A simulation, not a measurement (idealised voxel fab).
The following process module bears the name voxel self aligned contacts.
Each square cell in cross-section cut measures 5 nm, and the section as a whole is 220 nm wide.
Each cross-section below is a grid of square cells, stated as bands in top-down order, with one or more rows of cells making up each band.
For a band, the entry starts with two heights in nm, that of the top and then that of the bottom, and carries on with the band's materials in order from left to right, each alongside its width in nm; the word "everywhere" beside a single material means it fills the band edge to edge, and "blank" means empty space.
For the purposes of this specification, 0 denotes the height below which the wafer in its as-received condition is composed wholly of one material, and the lowermost band, lacking a lower limit, extends downward without end, as expressed in "z 0 and below".
Think of "30->40" as a width that walks from the first number to the second as you go down the band, top row to bottom row, taking equal-sized steps from row to row.
Step marked "identical to before"? Then no cell in the cross-section changed in it.
"Voids lacking openings": empty spaces of 8 cells or more with no open way to the top, each given as width x height at distance, distance from the left edge, all in nm.
The remark found on a step's line after its settings is issued by the simulator itself and pertains to that step.
The "overlay nm" setting may appear on a step's line; for a step that uses a mask, it gives how far to the right of its planned position the mask lay, and a negative value indicates the left.
Guide to the pairs. Each holds a before and an after cross-section around one process step; the after cross-section is cut off at the lowest band that changed. Look under the pair for the step between them and its settings. Pairs can come from different runs of this module on the same starting wafer, so a pair follows on from the one above it only where its entry headed "Pre-step geometry" says it does.
# Pre-step geometry
* z 0 and below | Si everywhere
* Voids lacking openings: none
# Resultant Cross-Section
* z 5 to 0 | SiO2 everywhere
* At heights below 0, the structure remains unaltered.
* Voids lacking openings: none
For reference, the processing step occurring between the two cross-sections presented above is as follows: CONFORMAL_DEP (material SiO2; thk nm 5)
Pre-step geometry: refer to the pair immediately above; the cross-section shown after its step is the state before this one.
# Resultant Cross-Section
* z 30 to 5 | polySi everywhere
* At heights below 5, the structure remains unaltered.
* Voids lacking openings: none
For reference, the processing step occurring between the two cross-sections presented above is as follows: DIRECTIONAL_DEP (material polySi; thk nm 25)
Pre-step geometry: refer to the pair immediately above; the cross-section shown after its step is the state before this one.
# Resultant Cross-Section
* z 55 to 30 | SiN everywhere
* At heights below 30, the structure remains unaltered.
* Voids lacking openings: none
For reference, the processing step occurring between the two cross-sections presented above is as follows: DIRECTIONAL_DEP (material SiN; thk nm 25)
Pre-step geometry: refer to the pair immediately above; the cross-section shown after its step is the state before this one.
# Resultant Cross-Section
* z 75 to 55 | 55 blank / 30 resist / 45 blank / 30 resist / 60 blank
* At heights below 55, the structure remains unaltered.
* Voids lacking openings: none
For reference, the processing step occurring between the two cross-sections presented above is as follows: PATTERN (tone cover; mask id GATE; material resist; width nm 30; pitch nm 75; thk nm 20; overlay nm 0)
Pre-step geometry: refer to the pair immediately above; the cross-section shown after its step is the state before this one.
# Resultant Cross-Section
* z 75 to 55 | 55 blank / 30 resist / 45 blank / 30 resist / 60 blank
* z 55 to 30 | 55 blank / 30 SiN / 45 blank / 30 SiN / 60 blank
* At heights below 30, the structure remains unaltered.
* Voids lacking openings: none
For reference, the processing step occurring between the two cross-sections presented above is as follows: DIRECTIONAL_ETCH (etch materials SiN; depth nm 25)
Pre-step geometry: refer to the pair immediately above; the cross-section shown after its step is the state before this one.
# Resultant Cross-Section
* z 75 to 55 | 55 blank / 30 resist / 45 blank / 30 resist / 60 blank
* z 55 to 30 | 55 blank / 30 SiN / 45 blank / 30 SiN / 60 blank
* z 30 to 5 | 55 blank / 30 polySi / 45 blank / 30 polySi / 60 blank
* At heights below 5, the structure remains unaltered.
* Voids lacking openings: none
For reference, the processing step occurring between the two cross-sections presented above is as follows: DIRECTIONAL_ETCH (etch materials polySi; depth nm 25)
Pre-step geometry: refer to the pair immediately above; the cross-section shown after its step is the state before this one.
# Resultant Cross-Section
* z 55 to 30 | 55 blank / 30 SiN / 45 blank / 30 SiN / 60 blank
* At heights below 30, the structure remains unaltered.
* Voids lacking openings: none
For reference, the processing step occurring between the two cross-sections presented above is as follows: STRIP (etch materials resist)
Pre-step geometry: refer to the pair immediately above; the cross-section shown after its step is the state before this one.
# Resultant Cross-Section
* z 65 to 30 | 45 blank / 50 SiN / 25 blank / 50 SiN / 50 blank
* z 30 to 15 | 45 blank / 10 SiN / 30 polySi / 10 SiN / 25 blank / 10 SiN / 30 polySi / 10 SiN / 50 blank
* z 15 to 5 | 55 SiN / 30 polySi / 45 SiN / 30 polySi / 60 SiN
* At heights below 5, the structure remains unaltered.
* Voids lacking openings: none
For reference, the processing step occurring between the two cross-sections presented above is as follows: CONFORMAL_DEP (material SiN; thk nm 10)
Pre-step geometry: refer to the pair immediately above; the cross-section shown after its step is the state before this one.
# Resultant Cross-Section
* z 55 to 30 | 45 blank / 50 SiN / 25 blank / 50 SiN / 50 blank
* z 30 to 5 | 45 blank / 10 SiN / 30 polySi / 10 SiN / 25 blank / 10 SiN / 30 polySi / 10 SiN / 50 blank
* At heights below 5, the structure remains unaltered.
* Voids lacking openings: none
For reference, the processing step occurring between the two cross-sections presented above is as follows: DIRECTIONAL_ETCH (etch materials SiN; depth nm 10)
Pre-step geometry: refer to the pair immediately above; the cross-section shown after its step is the state before this one.
# Resultant Cross-Section
* z 70 to 55 | SiO2 everywhere
* z 55 to 30 | 45 SiO2 / 50 SiN / 25 SiO2 / 50 SiN / 50 SiO2
* z 30 to 5 | 45 SiO2 / 10 SiN / 30 polySi / 10 SiN / 25 SiO2 / 10 SiN / 30 polySi / 10 SiN / 50 SiO2
* At heights below 5, the structure remains unaltered.
* Voids lacking openings: none
For reference, the processing step occurring between the two cross-sections presented above is as follows: FILL_DEP (material SiO2; thk nm 15)
Pre-step geometry: refer to the pair immediately above; the cross-section shown after its step is the state before this one.
# Resultant Cross-Section
* z 60 to 55 | SiO2 everywhere
* At heights below 55, the structure remains unaltered.
* Voids lacking openings: none
For reference, the processing step occurring between the two cross-sections presented above is as follows: CMP (height nm 60)
Pre-step geometry: refer to the pair immediately above; the cross-section shown after its step is the state before this one.
# Resultant Cross-Section
* z 60 to 55 | 80 SiO2 / 55 blank / 85 SiO2
* z 55 to 30 | 45 SiO2 / 50 SiN / 25 blank / 50 SiN / 50 SiO2
* z 30 to 5 | 45 SiO2 / 10 SiN / 30 polySi / 10 SiN / 25 blank / 10 SiN / 30 polySi / 10 SiN / 50 SiO2
* z 5 to 0 | 95 SiO2 / 25 blank / 100 SiO2
* At heights below 0, the structure remains unaltered.
* Voids lacking openings: none
For reference, the processing step occurring between the two cross-sections presented above is as follows: MASKED_ETCH (tone open; mask id CONTACT; width nm 55; etch materials SiO2; depth nm 60; overlay nm 0)
Pre-step geometry: refer to the pair immediately above; the cross-section shown after its step is the state before this one.
# Resultant Cross-Section
* z 65 to 60 | 85 TiN / 45 blank / 90 TiN
* z 60 to 55 | 80 SiO2 / 20 TiN / 15 blank / 20 TiN / 85 SiO2
* z 55 to 30 | 45 SiO2 / 50 SiN / 5 TiN / 15 blank / 5 TiN / 50 SiN / 50 SiO2
* z 30 to 5 | 45 SiO2 / 10 SiN / 30 polySi / 10 SiN / 5 TiN / 15 blank / 5 TiN / 10 SiN / 30 polySi / 10 SiN / 50 SiO2
* z 5 to 0 | 95 SiO2 / 25 TiN / 100 SiO2
* At heights below 0, the structure remains unaltered.
* Voids lacking openings: none
For reference, the processing step occurring between the two cross-sections presented above is as follows: CONFORMAL_DEP (material TiN; thk nm 5)
Pre-step geometry: refer to the pair immediately above; the cross-section shown after its step is the state before this one.
# Resultant Cross-Section
* z 70 to 65 | W everywhere
* z 65 to 60 | 85 TiN / 45 W / 90 TiN
* z 60 to 55 | 80 SiO2 / 20 TiN / 15 W / 20 TiN / 85 SiO2
* z 55 to 30 | 45 SiO2 / 50 SiN / 5 TiN / 15 W / 5 TiN / 50 SiN / 50 SiO2
* z 30 to 5 | 45 SiO2 / 10 SiN / 30 polySi / 10 SiN / 5 TiN / 15 W / 5 TiN / 10 SiN / 30 polySi / 10 SiN / 50 SiO2
* At heights below 5, the structure remains unaltered.
* Voids lacking openings: none
For reference, the processing step occurring between the two cross-sections presented above is as follows: FILL_DEP (material W; thk nm 5)
Pre-step geometry: refer to the pair immediately above; the cross-section shown after its step is the state before this one.
# Resultant Cross-Section
* z 60 to 55 | 80 SiO2 / 20 TiN / 15 W / 20 TiN / 85 SiO2
* At heights below 55, the structure remains unaltered.
* Voids lacking openings: none
For reference, the processing step occurring between the two cross-sections presented above is as follows: CMP (height nm 60)
Pre-step geometry: refer to the pair immediately above; the cross-section shown after its step is the state before this one.
# Resultant Cross-Section
* z 65 to 60 | SiCN everywhere
* At heights below 60, the structure remains unaltered.
* Voids lacking openings: none
For reference, the processing step occurring between the two cross-sections presented above is as follows: CONFORMAL_DEP (material SiCN; thk nm 5)
# Pre-step geometry
* z 0 and below | Si everywhere
* Voids lacking openings: none
# Resultant Cross-Section
* z 25 to 0 | polySi everywhere
* At heights below 0, the structure remains unaltered.
* Voids lacking openings: none
For reference, the processing step occurring between the two cross-sections presented above is as follows: DIRECTIONAL_DEP (material polySi; thk nm 25)
Pre-step geometry: refer to the pair immediately above; the cross-section shown after its step is the state before this one.
# Resultant Cross-Section
* z 50 to 25 | SiN everywhere
* At heights below 25, the structure remains unaltered.
* Voids lacking openings: none
For reference, the processing step occurring between the two cross-sections presented above is as follows: DIRECTIONAL_DEP (material SiN; thk nm 25)
Pre-step geometry: refer to the pair immediately above; the cross-section shown after its step is the state before this one.
# Resultant Cross-Section
* z 70 to 50 | 55 blank / 30 resist / 45 blank / 30 resist / 60 blank
* At heights below 50, the structure remains unaltered.
* Voids lacking openings: none
For reference, the processing step occurring between the two cross-sections presented above is as follows: PATTERN (tone cover; mask id GATE; material resist; width nm 30; pitch nm 75; thk nm 20; overlay nm 0)
Pre-step geometry: refer to the pair immediately above; the cross-section shown after its step is the state before this one.
# Resultant Cross-Section
* z 70 to 50 | 55 blank / 30 resist / 45 blank / 30 resist / 60 blank
* z 50 to 25 | 55 blank / 30 SiN / 45 blank / 30 SiN / 60 blank
* At heights below 25, the structure remains unaltered.
* Voids lacking openings: none
For reference, the processing step occurring between the two cross-sections presented above is as follows: DIRECTIONAL_ETCH (etch materials SiN; depth nm 25)
Pre-step geometry: refer to the pair immediately above; the cross-section shown after its step is the state before this one.
# Resultant Cross-Section
* z 70 to 50 | 55 blank / 30 resist / 45 blank / 30 resist / 60 blank
* z 50 to 25 | 55 blank / 30 SiN / 45 blank / 30 SiN / 60 blank
* z 25 to 0 | 55 blank / 30 polySi / 45 blank / 30 polySi / 60 blank
* At heights below 0, the structure remains unaltered.
* Voids lacking openings: none
For reference, the processing step occurring between the two cross-sections presented above is as follows: DIRECTIONAL_ETCH (etch materials polySi; depth nm 25)
Pre-step geometry: refer to the pair immediately above; the cross-section shown after its step is the state before this one.
# Resultant Cross-Section
* z 50 to 25 | 55 blank / 30 SiN / 45 blank / 30 SiN / 60 blank
* At heights below 25, the structure remains unaltered.
* Voids lacking openings: none
For reference, the processing step occurring between the two cross-sections presented above is as follows: STRIP (etch materials resist)
Pre-step geometry: refer to the pair immediately above; the cross-section shown after its step is the state before this one.
# Resultant Cross-Section
* z 60 to 25 | 45 blank / 50 SiN / 25 blank / 50 SiN / 50 blank
* z 25 to 10 | 45 blank / 10 SiN / 30 polySi / 10 SiN / 25 blank / 10 SiN / 30 polySi / 10 SiN / 50 blank
* z 10 to 0 | 55 SiN / 30 polySi / 45 SiN / 30 polySi / 60 SiN
* At heights below 0, the structure remains unaltered.
* Voids lacking openings: none
For reference, the processing step occurring between the two cross-sections presented above is as follows: CONFORMAL_DEP (material SiN; thk nm 10)
Pre-step geometry: refer to the pair immediately above; the cross-section shown after its step is the state before this one.
# Resultant Cross-Section
* z 50 to 25 | 45 blank / 50 SiN / 25 blank / 50 SiN / 50 blank
* z 25 to 0 | 45 blank / 10 SiN / 30 polySi / 10 SiN / 25 blank / 10 SiN / 30 polySi / 10 SiN / 50 blank
* At heights below 0, the structure remains unaltered.
* Voids lacking openings: none
For reference, the processing step occurring between the two cross-sections presented above is as follows: DIRECTIONAL_ETCH (etch materials SiN; depth nm 10)
Pre-step geometry: refer to the pair immediately above; the cross-section shown after its step is the state before this one.
# Resultant Cross-Section
* z 65 to 50 | SiO2 everywhere
* z 50 to 25 | 45 SiO2 / 50 SiN / 25 SiO2 / 50 SiN / 50 SiO2
* z 25 to 0 | 45 SiO2 / 10 SiN / 30 polySi / 10 SiN / 25 SiO2 / 10 SiN / 30 polySi / 10 SiN / 50 SiO2
* At heights below 0, the structure remains unaltered.
* Voids lacking openings: none
For reference, the processing step occurring between the two cross-sections presented above is as follows: FILL_DEP (material SiO2; thk nm 15)
Pre-step geometry: refer to the pair immediately above; the cross-section shown after its step is the state before this one.
# Resultant Cross-Section
* z 60 to 50 | SiO2 everywhere
* At heights below 50, the structure remains unaltered.
* Voids lacking openings: none
For reference, the processing step occurring between the two cross-sections presented above is as follows: CMP (height nm 60)
Pre-step geometry: refer to the pair immediately above; the cross-section shown after its step is the state before this one.
# Resultant Cross-Section
* z 60 to 50 | 80 SiO2 / 55 blank / 85 SiO2
* z 50 to 25 | 45 SiO2 / 50 SiN / 25 blank / 50 SiN / 50 SiO2
* z 25 to 0 | 45 SiO2 / 10 SiN / 30 polySi / 10 SiN / 25 blank / 10 SiN / 30 polySi / 10 SiN / 50 SiO2
* At heights below 0, the structure remains unaltered.
* Voids lacking openings: none
For reference, the processing step occurring between the two cross-sections presented above is as follows: MASKED_ETCH (tone open; mask id CONTACT; width nm 55; etch materials SiO2; depth nm 60; overlay nm 0)
Pre-step geometry: refer to the pair immediately above; the cross-section shown after its step is the state before this one.
# Resultant Cross-Section
* z 65 to 60 | 85 TiN / 45 blank / 90 TiN
* z 60 to 50 | 80 SiO2 / 5->20 TiN / 45->15 blank / 5->20 TiN / 85 SiO2
* z 50 to 25 | 45 SiO2 / 50 SiN / 5 TiN / 15 blank / 5 TiN / 50 SiN / 50 SiO2
* z 25 to 5 | 45 SiO2 / 10 SiN / 30 polySi / 10 SiN / 5 TiN / 15 blank / 5 TiN / 10 SiN / 30 polySi / 10 SiN / 50 SiO2
* z 5 to 0 | 45 SiO2 / 10 SiN / 30 polySi / 10 SiN / 25 TiN / 10 SiN / 30 polySi / 10 SiN / 50 SiO2
* At heights below 0, the structure remains unaltered.
* Voids lacking openings: none
For reference, the processing step occurring between the two cross-sections presented above is as follows: CONFORMAL_DEP (material TiN; thk nm 5)
Pre-step geometry: refer to the pair immediately above; the cross-section shown after its step is the state before this one.
# Resultant Cross-Section
* z 70 to 65 | W everywhere
* z 65 to 60 | 85 TiN / 45 W / 90 TiN
* z 60 to 50 | 80 SiO2 / 5->20 TiN / 45->15 W / 5->20 TiN / 85 SiO2
* z 50 to 25 | 45 SiO2 / 50 SiN / 5 TiN / 15 W / 5 TiN / 50 SiN / 50 SiO2
* z 25 to 5 | 45 SiO2 / 10 SiN / 30 polySi / 10 SiN / 5 TiN / 15 W / 5 TiN / 10 SiN / 30 polySi / 10 SiN / 50 SiO2
* At heights below 5, the structure remains unaltered.
* Voids lacking openings: none
For reference, the processing step occurring between the two cross-sections presented above is as follows: FILL_DEP (material W; thk nm 5)
Pre-step geometry: refer to the pair immediately above; the cross-section shown after its step is the state before this one.
# Resultant Cross-Section
* z 60 to 50 | 80 SiO2 / 5->20 TiN / 45->15 W / 5->20 TiN / 85 SiO2
* At heights below 50, the structure remains unaltered.
* Voids lacking openings: none
For reference, the processing step occurring between the two cross-sections presented above is as follows: CMP (height nm 60)
Pre-step geometry: refer to the pair immediately above; the cross-section shown after its step is the state before this one.
# Resultant Cross-Section
* z 65 to 60 | SiCN everywhere
* At heights below 60, the structure remains unaltered.
* Voids lacking openings: none
For reference, the processing step occurring between the two cross-sections presented above is as follows: CONFORMAL_DEP (material SiCN; thk nm 5)
# Pre-step geometry
* z 30 to 5 | polySi everywhere
* z 5 to 0 | SiO2 everywhere
* z 0 and below | Si everywhere
* Voids lacking openings: none
# Resultant Cross-Section
* z 55 to 5 | polySi everywhere
* At heights below 5, the structure remains unaltered.
* Voids lacking openings: none
For reference, the processing step occurring between the two cross-sections presented above is as follows: DIRECTIONAL_DEP (material polySi; thk nm 25)
Pre-step geometry: refer to the pair immediately above; the cross-section shown after its step is the state before this one.
# Resultant Cross-Section
* z 80 to 55 | SiN everywhere
* At heights below 55, the structure remains unaltered.
* Voids lacking openings: none
For reference, the processing step occurring between the two cross-sections presented above is as follows: DIRECTIONAL_DEP (material SiN; thk nm 25)
Pre-step geometry: refer to the pair immediately above; the cross-section shown after its step is the state before this one.
# Resultant Cross-Section
* z 100 to 80 | 55 blank / 30 resist / 45 blank / 30 resist / 60 blank
* At heights below 80, the structure remains unaltered.
* Voids lacking openings: none
For reference, the processing step occurring between the two cross-sections presented above is as follows: PATTERN (tone cover; mask id GATE; material resist; width nm 30; pitch nm 75; thk nm 20; overlay nm 0)
Pre-step geometry: refer to the pair immediately above; the cross-section shown after its step is the state before this one.
# Resultant Cross-Section
* z 100 to 80 | 55 blank / 30 resist / 45 blank / 30 resist / 60 blank
* z 80 to 55 | 55 blank / 30 SiN / 45 blank / 30 SiN / 60 blank
* At heights below 55, the structure remains unaltered.
* Voids lacking openings: none
For reference, the processing step occurring between the two cross-sections presented above is as follows: DIRECTIONAL_ETCH (etch materials SiN; depth nm 25)
Pre-step geometry: refer to the pair immediately above; the cross-section shown after its step is the state before this one.
# Resultant Cross-Section
* z 100 to 80 | 55 blank / 30 resist / 45 blank / 30 resist / 60 blank
* z 80 to 55 | 55 blank / 30 SiN / 45 blank / 30 SiN / 60 blank
* z 55 to 30 | 55 blank / 30 polySi / 45 blank / 30 polySi / 60 blank
* At heights below 30, the structure remains unaltered.
* Voids lacking openings: none
For reference, the processing step occurring between the two cross-sections presented above is as follows: DIRECTIONAL_ETCH (etch materials polySi; depth nm 25)
Pre-step geometry: refer to the pair immediately above; the cross-section shown after its step is the state before this one.
# Resultant Cross-Section
* z 80 to 55 | 55 blank / 30 SiN / 45 blank / 30 SiN / 60 blank
* At heights below 55, the structure remains unaltered.
* Voids lacking openings: none
For reference, the processing step occurring between the two cross-sections presented above is as follows: STRIP (etch materials resist)
Pre-step geometry: refer to the pair immediately above; the cross-section shown after its step is the state before this one.
# Resultant Cross-Section
* z 90 to 55 | 45 blank / 50 SiN / 25 blank / 50 SiN / 50 blank
* z 55 to 40 | 45 blank / 10 SiN / 30 polySi / 10 SiN / 25 blank / 10 SiN / 30 polySi / 10 SiN / 50 blank
* z 40 to 30 | 55 SiN / 30 polySi / 45 SiN / 30 polySi / 60 SiN
* At heights below 30, the structure remains unaltered.
* Voids lacking openings: none
For reference, the processing step occurring between the two cross-sections presented above is as follows: CONFORMAL_DEP (material SiN; thk nm 10)
Pre-step geometry: refer to the pair immediately above; the cross-section shown after its step is the state before this one.
# Resultant Cross-Section
* z 80 to 55 | 45 blank / 50 SiN / 25 blank / 50 SiN / 50 blank
* z 55 to 30 | 45 blank / 10 SiN / 30 polySi / 10 SiN / 25 blank / 10 SiN / 30 polySi / 10 SiN / 50 blank
* At heights below 30, the structure remains unaltered.
* Voids lacking openings: none
For reference, the processing step occurring between the two cross-sections presented above is as follows: DIRECTIONAL_ETCH (etch materials SiN; depth nm 10)
Pre-step geometry: refer to the pair immediately above; the cross-section shown after its step is the state before this one.
# Resultant Cross-Section
* z 95 to 80 | SiO2 everywhere
* z 80 to 55 | 45 SiO2 / 50 SiN / 25 SiO2 / 50 SiN / 50 SiO2
* z 55 to 30 | 45 SiO2 / 10 SiN / 30 polySi / 10 SiN / 25 SiO2 / 10 SiN / 30 polySi / 10 SiN / 50 SiO2
* At heights below 30, the structure remains unaltered.
* Voids lacking openings: none
For reference, the processing step occurring between the two cross-sections presented above is as follows: FILL_DEP (material SiO2; thk nm 15)
Pre-step geometry: refer to the pair immediately above; the cross-section shown after its step is the state before this one.
# Resultant Cross-Section
* z 60 to 55 | 45 SiO2 / 50 SiN / 25 SiO2 / 50 SiN / 50 SiO2
* At heights below 55, the structure remains unaltered.
* Voids lacking openings: none
For reference, the processing step occurring between the two cross-sections presented above is as follows: CMP (height nm 60)
Pre-step geometry: refer to the pair immediately above; the cross-section shown after its step is the state before this one.
# Resultant Cross-Section
* z 60 to 55 | 45 SiO2 / 50 SiN / 25 blank / 50 SiN / 50 SiO2
* z 55 to 30 | 45 SiO2 / 10 SiN / 30 polySi / 10 SiN / 25 blank / 10 SiN / 30 polySi / 10 SiN / 50 SiO2
* At heights below 30, the structure remains unaltered.
* Voids lacking openings: none
For reference, the processing step occurring between the two cross-sections presented above is as follows: MASKED_ETCH (tone open; mask id CONTACT; width nm 55; etch materials SiO2; depth nm 60; overlay nm 0)
Pre-step geometry: refer to the pair immediately above; the cross-section shown after its step is the state before this one.
# Resultant Cross-Section
* z 65 to 60 | 100 TiN / 15 blank / 105 TiN
* z 60 to 55 | 45 SiO2 / 50 SiN / 5 TiN / 15 blank / 5 TiN / 50 SiN / 50 SiO2
* z 55 to 35 | 45 SiO2 / 10 SiN / 30 polySi / 10 SiN / 5 TiN / 15 blank / 5 TiN / 10 SiN / 30 polySi / 10 SiN / 50 SiO2
* z 35 to 30 | 45 SiO2 / 10 SiN / 30 polySi / 10 SiN / 25 TiN / 10 SiN / 30 polySi / 10 SiN / 50 SiO2
* At heights below 30, the structure remains unaltered.
* Voids lacking openings: none
For reference, the processing step occurring between the two cross-sections presented above is as follows: CONFORMAL_DEP (material TiN; thk nm 5)
Pre-step geometry: refer to the pair immediately above; the cross-section shown after its step is the state before this one.
# Resultant Cross-Section
* z 70 to 65 | W everywhere
* z 65 to 60 | 100 TiN / 15 W / 105 TiN
* z 60 to 55 | 45 SiO2 / 50 SiN / 5 TiN / 15 W / 5 TiN / 50 SiN / 50 SiO2
* z 55 to 35 | 45 SiO2 / 10 SiN / 30 polySi / 10 SiN / 5 TiN / 15 W / 5 TiN / 10 SiN / 30 polySi / 10 SiN / 50 SiO2
* At heights below 35, the structure remains unaltered.
* Voids lacking openings: none
For reference, the processing step occurring between the two cross-sections presented above is as follows: FILL_DEP (material W; thk nm 5)
Pre-step geometry: refer to the pair immediately above; the cross-section shown after its step is the state before this one.
# Resultant Cross-Section
* z 60 to 55 | 45 SiO2 / 50 SiN / 5 TiN / 15 W / 5 TiN / 50 SiN / 50 SiO2
* At heights below 55, the structure remains unaltered.
* Voids lacking openings: none
For reference, the processing step occurring between the two cross-sections presented above is as follows: CMP (height nm 60)
Pre-step geometry: refer to the pair immediately above; the cross-section shown after its step is the state before this one.
# Resultant Cross-Section
* z 65 to 60 | SiCN everywhere
* At heights below 60, the structure remains unaltered.
* Voids lacking openings: none
For reference, the processing step occurring between the two cross-sections presented above is as follows: CONFORMAL_DEP (material SiCN; thk nm 5)
# Pre-step geometry
* z 25 to 0 | polySi everywhere
* z 0 and below | Si everywhere
* Voids lacking openings: none
# Resultant Cross-Section
* z 30 to 25 | SiO2 everywhere
* At heights below 25, the structure remains unaltered.
* Voids lacking openings: none
For reference, the processing step occurring between the two cross-sections presented above is as follows: CONFORMAL_DEP (material SiO2; thk nm 5)
Pre-step geometry: refer to the pair immediately above; the cross-section shown after its step is the state before this one.
# Resultant Cross-Section
* z 55 to 30 | SiN everywhere
* At heights below 30, the structure remains unaltered.
* Voids lacking openings: none
For reference, the processing step occurring between the two cross-sections presented above is as follows: DIRECTIONAL_DEP (material SiN; thk nm 25)
Pre-step geometry: refer to the pair immediately above; the cross-section shown after its step is the state before this one.
# Resultant Cross-Section
* z 75 to 55 | 55 blank / 30 resist / 45 blank / 30 resist / 60 blank
* At heights below 55, the structure remains unaltered.
* Voids lacking openings: none
For reference, the processing step occurring between the two cross-sections presented above is as follows: PATTERN (tone cover; mask id GATE; material resist; width nm 30; pitch nm 75; thk nm 20; overlay nm 0)
Pre-step geometry: refer to the pair immediately above; the cross-section shown after its step is the state before this one.
# Resultant Cross-Section
* z 75 to 55 | 55 blank / 30 resist / 45 blank / 30 resist / 60 blank
* z 55 to 30 | 55 blank / 30 SiN / 45 blank / 30 SiN / 60 blank
* At heights below 30, the structure remains unaltered.
* Voids lacking openings: none
For reference, the processing step occurring between the two cross-sections presented above is as follows: DIRECTIONAL_ETCH (etch materials SiN; depth nm 25)
Pre-step geometry: refer to the pair immediately above; the cross-section shown after its step is the state before this one.
# Resultant Cross-Section
* z 55 to 30 | 55 blank / 30 SiN / 45 blank / 30 SiN / 60 blank
* At heights below 30, the structure remains unaltered.
* Voids lacking openings: none
For reference, the processing step occurring between the two cross-sections presented above is as follows: STRIP (etch materials resist)
Pre-step geometry: refer to the pair immediately above; the cross-section shown after its step is the state before this one.
# Resultant Cross-Section
* z 65 to 40 | 45 blank / 50 SiN / 25 blank / 50 SiN / 50 blank
* z 40 to 30 | SiN everywhere
* At heights below 30, the structure remains unaltered.
* Voids lacking openings: none
For reference, the processing step occurring between the two cross-sections presented above is as follows: CONFORMAL_DEP (material SiN; thk nm 10)
Pre-step geometry: refer to the pair immediately above; the cross-section shown after its step is the state before this one.
# Resultant Cross-Section
* z 55 to 30 | 45 blank / 50 SiN / 25 blank / 50 SiN / 50 blank
* At heights below 30, the structure remains unaltered.
* Voids lacking openings: none
For reference, the processing step occurring between the two cross-sections presented above is as follows: DIRECTIONAL_ETCH (etch materials SiN; depth nm 10)
Pre-step geometry: refer to the pair immediately above; the cross-section shown after its step is the state before this one.
# Resultant Cross-Section
* z 70 to 55 | SiO2 everywhere
* z 55 to 30 | 45 SiO2 / 50 SiN / 25 SiO2 / 50 SiN / 50 SiO2
* At heights below 30, the structure remains unaltered.
* Voids lacking openings: none
For reference, the processing step occurring between the two cross-sections presented above is as follows: FILL_DEP (material SiO2; thk nm 15)
Pre-step geometry: refer to the pair immediately above; the cross-section shown after its step is the state before this one.
# Resultant Cross-Section
* z 60 to 55 | SiO2 everywhere
* At heights below 55, the structure remains unaltered.
* Voids lacking openings: none
For reference, the processing step occurring between the two cross-sections presented above is as follows: CMP (height nm 60)
Pre-step geometry: refer to the pair immediately above; the cross-section shown after its step is the state before this one.
# Resultant Cross-Section
* z 60 to 55 | 80 SiO2 / 55 blank / 85 SiO2
* z 55 to 30 | 45 SiO2 / 50 SiN / 25 blank / 50 SiN / 50 SiO2
* z 30 to 25 | 95 SiO2 / 25 blank / 100 SiO2
* At heights below 25, the structure remains unaltered.
* Voids lacking openings: none
For reference, the processing step occurring between the two cross-sections presented above is as follows: MASKED_ETCH (tone open; mask id CONTACT; width nm 55; etch materials SiO2; depth nm 60; overlay nm 0)
Pre-step geometry: refer to the pair immediately above; the cross-section shown after its step is the state before this one.
# Resultant Cross-Section
* z 65 to 60 | 85 TiN / 45 blank / 90 TiN
* z 60 to 55 | 80 SiO2 / 20 TiN / 15 blank / 20 TiN / 85 SiO2
* z 55 to 30 | 45 SiO2 / 50 SiN / 5 TiN / 15 blank / 5 TiN / 50 SiN / 50 SiO2
* z 30 to 25 | 95 SiO2 / 25 TiN / 100 SiO2
* At heights below 25, the structure remains unaltered.
* Voids lacking openings: none
For reference, the processing step occurring between the two cross-sections presented above is as follows: CONFORMAL_DEP (material TiN; thk nm 5)
Pre-step geometry: refer to the pair immediately above; the cross-section shown after its step is the state before this one.
# Resultant Cross-Section
* z 70 to 65 | W everywhere
* z 65 to 60 | 85 TiN / 45 W / 90 TiN
* z 60 to 55 | 80 SiO2 / 20 TiN / 15 W / 20 TiN / 85 SiO2
* z 55 to 30 | 45 SiO2 / 50 SiN / 5 TiN / 15 W / 5 TiN / 50 SiN / 50 SiO2
* At heights below 30, the structure remains unaltered.
* Voids lacking openings: none
For reference, the processing step occurring between the two cross-sections presented above is as follows: FILL_DEP (material W; thk nm 5)
Pre-step geometry: refer to the pair immediately above; the cross-section shown after its step is the state before this one.
# Resultant Cross-Section
* z 60 to 55 | 80 SiO2 / 20 TiN / 15 W / 20 TiN / 85 SiO2
* At heights below 55, the structure remains unaltered.
* Voids lacking openings: none
For reference, the processing step occurring between the two cross-sections presented above is as follows: CMP (height nm 60)
Pre-step geometry: refer to the pair immediately above; the cross-section shown after its step is the state before this one.
# Resultant Cross-Section
* z 65 to 60 | SiCN everywhere
* At heights below 60, the structure remains unaltered.
* Voids lacking openings: none
For reference, the processing step occurring between the two cross-sections presented above is as follows: CONFORMAL_DEP (material SiCN; thk nm 5)
# Pre-step geometry
* z 65 to 30 | 45 blank / 50 SiN / 25 blank / 50 SiN / 50 blank
* z 30 to 15 | 45 blank / 10 SiN / 30 polySi / 10 SiN / 25 blank / 10 SiN / 30 polySi / 10 SiN / 50 blank
* z 15 to 5 | 55 SiN / 30 polySi / 45 SiN / 30 polySi / 60 SiN
* z 5 to 0 | SiO2 everywhere
* z 0 and below | Si everywhere
* Voids lacking openings: none
# Resultant Cross-Section
* z 60 to 30 | 45 blank / 50 SiN / 25 blank / 50 SiN / 50 blank
* z 30 to 10 | 45 blank / 10 SiN / 30 polySi / 10 SiN / 25 blank / 10 SiN / 30 polySi / 10 SiN / 50 blank
* At heights below 10, the structure remains unaltered.
* Voids lacking openings: none
For reference, the processing step occurring between the two cross-sections presented above is as follows: DIRECTIONAL_ETCH (etch materials SiN; depth nm 5)
Pre-step geometry: refer to the pair immediately above; the cross-section shown after its step is the state before this one.
# Resultant Cross-Section
* z 75 to 60 | SiO2 everywhere
* z 60 to 30 | 45 SiO2 / 50 SiN / 25 SiO2 / 50 SiN / 50 SiO2
* z 30 to 10 | 45 SiO2 / 10 SiN / 30 polySi / 10 SiN / 25 SiO2 / 10 SiN / 30 polySi / 10 SiN / 50 SiO2
* At heights below 10, the structure remains unaltered.
* Voids lacking openings: none
For reference, the processing step occurring between the two cross-sections presented above is as follows: FILL_DEP (material SiO2; thk nm 15)
Pre-step geometry: refer to the pair immediately above; the cross-section shown after its step is the state before this one.
# Resultant Cross-Section
* z 60 to 30 | 45 SiO2 / 50 SiN / 25 SiO2 / 50 SiN / 50 SiO2
* At heights below 30, the structure remains unaltered.
* Voids lacking openings: none
For reference, the processing step occurring between the two cross-sections presented above is as follows: CMP (height nm 60)
